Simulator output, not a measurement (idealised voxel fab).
Module name: voxel transistor to metal (process module)
The cross-section on display is named cut; it measures 290 nm wide, and its cells are 5 nm squares.
Just so we're on the same page, the cross-sections are grids of square cells, and they're listed out in bands top to bottom, each band one or more rows deep.
Band: top height; bottom height; in nm. Then, left to right: material with width in nm, for each material. "edge to edge": a single material spanning edge to edge. "blank": empty space.
Ref level 0: as-received wafer is one material below here. Bottom band extends down with no lower bound ("z 0 and below").
A width given as "30 to 40" starts at the first number in the band's top row and ends at the second number in its bottom row, shifting by an equal amount at every step from row to row.
Any step labelled "no alteration" changed none of the cells in the cross-section.
The label "Sealed void listing" introduces a list of the empty spaces, 8 cells or larger, that have no open way up to the top; each entry in it reads width x height at distance, where the distance is taken from the left edge and all three are stated in nm.
On each step's line, the part that comes after the settings is the simulator's own comment on the step.
overlay nm: how far to the right of its planned place the mask lay on this masked step (negative: to the left).
# Here's what the planned process steps look like
| 1 | RECEIVE | material Si |
| 2 | OXIDIZE | depth nm 5 |
| 3 | CONFORMAL_DEP | material SiN | thk nm 10 |
| 4 | DIRECTIONAL_DEP | material aC | thk nm 10 |
| 5 | PATTERN | tone cover | mask id ACTIVE | material resist | width nm 100 | pitch nm 125 | thk nm 30 | overlay nm 0 |
| 6 | DIRECTIONAL_ETCH | etch materials aC | depth nm 10 |
| 7 | STRIP | etch materials resist |
| 8 | DIRECTIONAL_ETCH | etch materials SiN | depth nm 10 |
| 9 | DIRECTIONAL_ETCH | etch materials SiO2 | depth nm 5 |
| 10 | DIRECTIONAL_ETCH | etch materials Si | depth nm 20 |
| 11 | STRIP | etch materials aC |
| 12 | OXIDIZE | depth nm 5 |
| 13 | FILL_DEP | material SiO2 | thk nm 5 |
| 14 | CMP | height nm 10 |
| 15 | SELECTIVE_ETCH | etch materials SiO2 | depth nm 5 |
| 16 | STRIP | etch materials SiN |
| 17 | SELECTIVE_ETCH | etch materials SiO2 | depth nm 5 |
| 18 | OXIDIZE | depth nm 5 |
| 19 | DIRECTIONAL_DEP | material polySi | thk nm 30 |
| 20 | DIRECTIONAL_DEP | material SiCN | thk nm 10 |
| 21 | MASKED_ETCH | tone cover | mask id GATE | width nm 30 | pitch nm 125 | etch materials SiCN | depth nm 20 | overlay nm 0 |
| 22 | MASKED_ETCH | tone cover | mask id GATE | width nm 30 | pitch nm 125 | etch materials polySi | depth nm 40 | overlay nm 0 |
| 23 | CONFORMAL_DEP | material SiN | thk nm 5 |
| 24 | DIRECTIONAL_ETCH | etch materials SiN | depth nm 5 |
| 25 | DIRECTIONAL_ETCH | etch materials SiO2 | depth nm 5 |
| 26 | DIRECTIONAL_ETCH | etch materials Si | depth nm 10 |
| 27 | EPI | material SiGe | thk nm 10 |
| 28 | FILL_DEP | material SiO2 | thk nm 5 |
| 29 | CMP | height nm 25 |
| 30 | STRIP | etch materials polySi |
| 31 | SELECTIVE_ETCH | etch materials SiO2 | depth nm 5 |
| 32 | CONFORMAL_DEP | material HfO2 | thk nm 5 |
| 33 | CONFORMAL_DEP | material TiN | thk nm 5 |
| 34 | FILL_DEP | material W | thk nm 5 |
| 35 | CMP | height nm 20 |
| 36 | DIRECTIONAL_DEP | material SiO2 | thk nm 10 |
| 37 | DIRECTIONAL_DEP | material aC | thk nm 15 |
| 38 | PATTERN | tone open | mask id CONTACT | material resist | width nm 15 | thk nm 30 | overlay nm 0 |
| 39 | DIRECTIONAL_ETCH | etch materials aC | depth nm 15 |
| 40 | STRIP | etch materials resist |
| 41 | DIRECTIONAL_ETCH | etch materials SiO2 | depth nm 40 |
| 42 | STRIP | etch materials aC |
| 43 | CONFORMAL_DEP | material TiN | thk nm 5 |
| 44 | FILL_DEP | material Ru | thk nm 5 |
| 45 | CMP | height nm 30 |
| 46 | CONFORMAL_DEP | material SiN | thk nm 5 |
| 47 | DIRECTIONAL_DEP | material lowk | thk nm 25 |
| 48 | PATTERN | tone open | mask id METAL_1 | material resist | width nm 15 | thk nm 20 | overlay nm 0 |
| 49 | DIRECTIONAL_ETCH | etch materials lowk | depth nm 15 |
| 50 | DIRECTIONAL_ETCH | etch materials SiN | depth nm 5 |
| 51 | STRIP | etch materials resist |
| 52 | CONFORMAL_DEP | material TiN | thk nm 5 |
| 53 | FILL_DEP | material Cu | thk nm 5 |
| 54 | CMP | height nm 60 |
| 55 | CONFORMAL_DEP | material SiN | thk nm 5 |
It is noted that the wafers described herein are identical at the outset and are distinguished by the depth nm of step 49; the value stated in the plan corresponds to the first wafer.
# First of several wafers, received after step 1, in cross-section
> z 0 and below  Si edge to edge
> Sealed void listing: none
# Cross-sectional representation of the first of several wafers at the end of the module, i.e. after its terminal step, step 55
> z 65 to 60  SiN edge to edge
> z 60 to 50  35 nm lowk; 5 nm TiN; 5 nm Cu; 5 nm TiN; 60 nm lowk; 5 nm TiN; 5 nm Cu; 5 nm TiN; 35 nm lowk; 5 nm TiN; 5 nm Cu; 5 nm TiN; 60 nm lowk; 5 nm TiN; 5 nm Cu; 5 nm TiN; 40 nm lowk
> z 50 to 45  35 nm lowk; 15 nm TiN; 60 nm lowk; 15 nm TiN; 35 nm lowk; 15 nm TiN; 60 nm lowk; 15 nm TiN; 40 nm lowk
> z 45 to 35  lowk edge to edge
> z 35 to 30  SiN edge to edge
> z 30 to 20  35 nm SiO2; 5 nm TiN; 5 nm Ru; 5 nm TiN; 60 nm SiO2; 5 nm TiN; 5 nm Ru; 5 nm TiN; 35 nm SiO2; 5 nm TiN; 5 nm Ru; 5 nm TiN; 60 nm SiO2; 5 nm TiN; 5 nm Ru; 5 nm TiN; 40 nm SiO2
> z 20 to 0  35 nm SiO2; 5 nm TiN; 5 nm Ru; 5 nm TiN; 10 nm SiO2; 5 nm SiN; 5 nm HfO2; 5 nm TiN; 10 nm W; 5 nm TiN; 5 nm HfO2; 5 nm SiN; 10 nm SiO2; 5 nm TiN; 5 nm Ru; 5 nm TiN; 35 nm SiO2; 5 nm TiN; 5 nm Ru; 5 nm TiN; 10 nm SiO2; 5 nm SiN; 5 nm HfO2; 5 nm TiN; 10 nm W; 5 nm TiN; 5 nm HfO2; 5 nm SiN; 10 nm SiO2; 5 nm TiN; 5 nm Ru; 5 nm TiN; 40 nm SiO2
> z 0 to -5  25 nm SiO2; 5 nm SiN; 5 nm SiO2; 5 nm TiN; 5 nm Ru; 5 nm TiN; 10 nm SiGe; 5 nm SiN; 5 nm HfO2; 20 nm TiN; 5 nm HfO2; 5 nm SiN; 10 nm SiGe; 5 nm TiN; 5 nm Ru; 5 nm TiN; 5 nm SiO2; 5 nm SiN; 15 nm SiO2; 5 nm SiN; 5 nm SiO2; 5 nm TiN; 5 nm Ru; 5 nm TiN; 10 nm SiGe; 5 nm SiN; 5 nm HfO2; 20 nm TiN; 5 nm HfO2; 5 nm SiN; 10 nm SiGe; 5 nm TiN; 5 nm Ru; 5 nm TiN; 5 nm SiO2; 5 nm SiN; 30 nm SiO2
> z -5 to -10  35 nm SiO2; 15 nm TiN; 10 nm SiGe; 40 nm HfO2; 10 nm SiGe; 15 nm TiN; 35 nm SiO2; 15 nm TiN; 10 nm SiGe; 40 nm HfO2; 10 nm SiGe; 15 nm TiN; 40 nm SiO2
> z -10 to -20  35 nm SiO2; 25 nm SiGe; 40 nm Si; 25 nm SiGe; 35 nm SiO2; 25 nm SiGe; 40 nm Si; 25 nm SiGe; 40 nm SiO2
> z -20 to -30  35 nm SiO2; 90 nm Si; 35 nm SiO2; 90 nm Si; 40 nm SiO2
> z -30 and below  Si edge to edge
> Sealed void listing: none
# Showing the last wafer in cross-section at the end of the module
> z 65 to 60  SiN edge to edge
> z 60 to 35  35 nm lowk; 5 nm TiN; 5 nm Cu; 5 nm TiN; 60 nm lowk; 5 nm TiN; 5 nm Cu; 5 nm TiN; 35 nm lowk; 5 nm TiN; 5 nm Cu; 5 nm TiN; 60 nm lowk; 5 nm TiN; 5 nm Cu; 5 nm TiN; 40 nm lowk
> z 35 to 30  35 nm SiN; 15 nm TiN; 60 nm SiN; 15 nm TiN; 35 nm SiN; 15 nm TiN; 60 nm SiN; 15 nm TiN; 40 nm SiN
> z 30 to 20  35 nm SiO2; 5 nm TiN; 5 nm Ru; 5 nm TiN; 60 nm SiO2; 5 nm TiN; 5 nm Ru; 5 nm TiN; 35 nm SiO2; 5 nm TiN; 5 nm Ru; 5 nm TiN; 60 nm SiO2; 5 nm TiN; 5 nm Ru; 5 nm TiN; 40 nm SiO2
> z 20 to 0  35 nm SiO2; 5 nm TiN; 5 nm Ru; 5 nm TiN; 10 nm SiO2; 5 nm SiN; 5 nm HfO2; 5 nm TiN; 10 nm W; 5 nm TiN; 5 nm HfO2; 5 nm SiN; 10 nm SiO2; 5 nm TiN; 5 nm Ru; 5 nm TiN; 35 nm SiO2; 5 nm TiN; 5 nm Ru; 5 nm TiN; 10 nm SiO2; 5 nm SiN; 5 nm HfO2; 5 nm TiN; 10 nm W; 5 nm TiN; 5 nm HfO2; 5 nm SiN; 10 nm SiO2; 5 nm TiN; 5 nm Ru; 5 nm TiN; 40 nm SiO2
> z 0 to -5  25 nm SiO2; 5 nm SiN; 5 nm SiO2; 5 nm TiN; 5 nm Ru; 5 nm TiN; 10 nm SiGe; 5 nm SiN; 5 nm HfO2; 20 nm TiN; 5 nm HfO2; 5 nm SiN; 10 nm SiGe; 5 nm TiN; 5 nm Ru; 5 nm TiN; 5 nm SiO2; 5 nm SiN; 15 nm SiO2; 5 nm SiN; 5 nm SiO2; 5 nm TiN; 5 nm Ru; 5 nm TiN; 10 nm SiGe; 5 nm SiN; 5 nm HfO2; 20 nm TiN; 5 nm HfO2; 5 nm SiN; 10 nm SiGe; 5 nm TiN; 5 nm Ru; 5 nm TiN; 5 nm SiO2; 5 nm SiN; 30 nm SiO2
> z -5 to -10  35 nm SiO2; 15 nm TiN; 10 nm SiGe; 40 nm HfO2; 10 nm SiGe; 15 nm TiN; 35 nm SiO2; 15 nm TiN; 10 nm SiGe; 40 nm HfO2; 10 nm SiGe; 15 nm TiN; 40 nm SiO2
> z -10 to -20  35 nm SiO2; 25 nm SiGe; 40 nm Si; 25 nm SiGe; 35 nm SiO2; 25 nm SiGe; 40 nm Si; 25 nm SiGe; 40 nm SiO2
> z -20 to -30  35 nm SiO2; 90 nm Si; 35 nm SiO2; 90 nm Si; 40 nm SiO2
> z -30 and below  Si edge to edge
> Sealed void listing: none
# Every row in this table is a wafer at the end of the module, and it gives, for each of the materials, the cells that wafer has gained (+) or lost (-) since it was received, then its closed voids
depth nm 15 | +8 Cu | +36 HfO2 | +28 Ru | -244 Si | +56 SiGe | +140 SiN | +340 SiO2 | +120 TiN | +16 W | +254 lowk | Sealed void listing: none
depth nm 20 | +12 Cu | +36 HfO2 | +28 Ru | -244 Si | +56 SiGe | +140 SiN | +340 SiO2 | +128 TiN | +16 W | +242 lowk | Sealed void listing: none
depth nm 25 | +20 Cu | +36 HfO2 | +28 Ru | -244 Si | +56 SiGe | +128 SiN | +340 SiO2 | +144 TiN | +16 W | +230 lowk | Sealed void listing: none
depth nm 30 | +20 Cu | +36 HfO2 | +28 Ru | -244 Si | +56 SiGe | +128 SiN | +340 SiO2 | +144 TiN | +16 W | +230 lowk | Sealed void listing: none
depth nm 35 | +20 Cu | +36 HfO2 | +28 Ru | -244 Si | +56 SiGe | +128 SiN | +340 SiO2 | +144 TiN | +16 W | +230 lowk | Sealed void listing: none
depth nm 40 | +20 Cu | +36 HfO2 | +28 Ru | -244 Si | +56 SiGe | +128 SiN | +340 SiO2 | +144 TiN | +16 W | +230 lowk | Sealed void listing: none
